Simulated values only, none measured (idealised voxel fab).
process module | voxel released beams
cross-section cut | 140 nm wide | cells 5 nm
A cross-section is a grid of square cells, given in bands from the top down. A band is one or more rows of cells.
Each band's line starts with the height of the band's top and of its bottom, in nm. Then come its materials from left to right, each with its width in nm. One material with "throughout" fills the band from edge to edge. "air" is empty space.
Height 0 is the level under which the wafer as received is all one material. The lowest band goes on downwards, as in "0 down".
A width such as "30 to 40" changes by the same amount from each row of cells to the next, from the band's top row to its bottom row.
"no change" after a step means that no cell of the cross-section changed.
closed voids: empty space of 8 cells or more with no open way to the top, each as width x height at its distance from the left edge, in nm
after a step's settings: what the simulator itself notes on the step
overlay nm, on a step with a mask: how far to the right of its planned place the mask lay; to the left if negative
plan
1 op RECEIVE | material Si
2 op CONFORMAL_DEP | material SiN | thk nm 10
3 op DIRECTIONAL_DEP | material SiO2 | thk nm 10
4 op MASKED_ETCH | tone open | mask id ANCHOR | width nm 35 | etch materials SiO2 | depth nm 10 | overlay nm 0
5 op CONFORMAL_DEP | material polySi | thk nm 15
6 op DIRECTIONAL_DEP | material aC | thk nm 15
7 op PATTERN | tone cover | mask id BEAM | material resist | width nm 80 | thk nm 35 | overlay nm 0
8 op DIRECTIONAL_ETCH | etch materials aC | depth nm 15
9 op STRIP | etch materials resist
10 op DIRECTIONAL_ETCH | etch materials polySi | depth nm 15
11 op STRIP | etch materials aC
12 op STRIP | etch materials SiO2
first wafer, as planned
as received, after step 1
  0 down: Si throughout
  closed voids: none
after step 2
  10 to 0: SiN throughout
  below 0: unchanged
after step 3
  20 to 10: SiO2 throughout
  below 10: unchanged
after step 4
  20 to 10: SiO2 30 | air 35 | SiO2 75
  below 10: unchanged
after step 5
  35 to 25: polySi 45 | air 5 | polySi 90
  25 to 20: polySi throughout
  20 to 10: SiO2 30 | polySi 35 | SiO2 75
  below 10: unchanged
after step 6
  50 to 40: aC 45 | air 5 | aC 90
  40 to 35: aC throughout
  35 to 25: polySi 45 | aC 5 | polySi 90
  below 25: unchanged
after step 7
  85 to 50: air 25 | resist 80 | air 35
  50 to 40: aC 45 | resist 5 | aC 90
  below 40: unchanged
after step 8
  70 to 50: air 25 | resist 80 | air 35
  50 to 40: air 25 | aC 20 | resist 5 | aC 55 | air 35
  40 to 35: air 25 | aC 80 | air 35
  below 35: unchanged
after step 9
  50 to 40: air 25 | aC 20 | air 5 | aC 55 | air 35
  below 40: unchanged
after step 10
  50 to 40: air 25 | aC 20 | air 5 | aC 55 | air 35
  40 to 35: air 25 | aC 80 | air 35
  35 to 25: air 25 | polySi 20 | aC 5 | polySi 55 | air 35
  25 to 20: air 25 | polySi 80 | air 35
  below 20: unchanged
after step 11
  35 to 25: air 25 | polySi 20 | air 5 | polySi 55 | air 35
  below 25: unchanged
after step 12
  35 to 25: air 25 | polySi 20 | air 5 | polySi 55 | air 35
  25 to 20: air 25 | polySi 80 | air 35
  20 to 10: air 30 | polySi 35 | air 75
  below 10: unchanged
second wafer: like start, like plan, one mistake. Through step 3 it matches the first wafer
when step 4 should have ended
  20 to 10: SiO2 30 | air 40 | SiO2 70
  below 10: unchanged
when step 5 should have ended
  35 to 25: polySi 45 | air 10 | polySi 85
  25 to 20: polySi throughout
  20 to 10: SiO2 30 | polySi 40 | SiO2 70
  below 10: unchanged
when step 6 should have ended
  50 to 40: aC 45 | air 10 | aC 85
  40 to 35: aC throughout
  35 to 25: polySi 45 | aC 10 | polySi 85
  below 25: unchanged
when step 7 should have ended
  85 to 50: air 25 | resist 80 | air 35
  50 to 40: aC 45 | resist 10 | aC 85
  below 40: unchanged
when step 8 should have ended
  70 to 50: air 25 | resist 80 | air 35
  50 to 40: air 25 | aC 20 | resist 10 | aC 50 | air 35
  40 to 35: air 25 | aC 80 | air 35
  below 35: unchanged
when step 9 should have ended
  50 to 40: air 25 | aC 20 | air 10 | aC 50 | air 35
  below 40: unchanged
when step 10 should have ended
  50 to 40: air 25 | aC 20 | air 10 | aC 50 | air 35
  40 to 35: air 25 | aC 80 | air 35
  35 to 25: air 25 | polySi 20 | aC 10 | polySi 50 | air 35
  25 to 20: air 25 | polySi 80 | air 35
  below 20: unchanged
when step 11 should have ended
  35 to 25: air 25 | polySi 20 | air 10 | polySi 50 | air 35
  below 25: unchanged
when step 12 should have ended
  35 to 25: air 25 | polySi 20 | air 10 | polySi 50 | air 35
  25 to 20: air 25 | polySi 80 | air 35
  20 to 10: air 30 | polySi 40 | air 70
  below 10: unchanged
what went wrong: step 4 ran as: op MASKED_ETCH | tone open | mask id ANCHOR | width nm 40 | etch materials SiO2 | depth nm 10 | overlay nm 0
at the end the second wafer has, in cells: as many of each material as the first, in other places
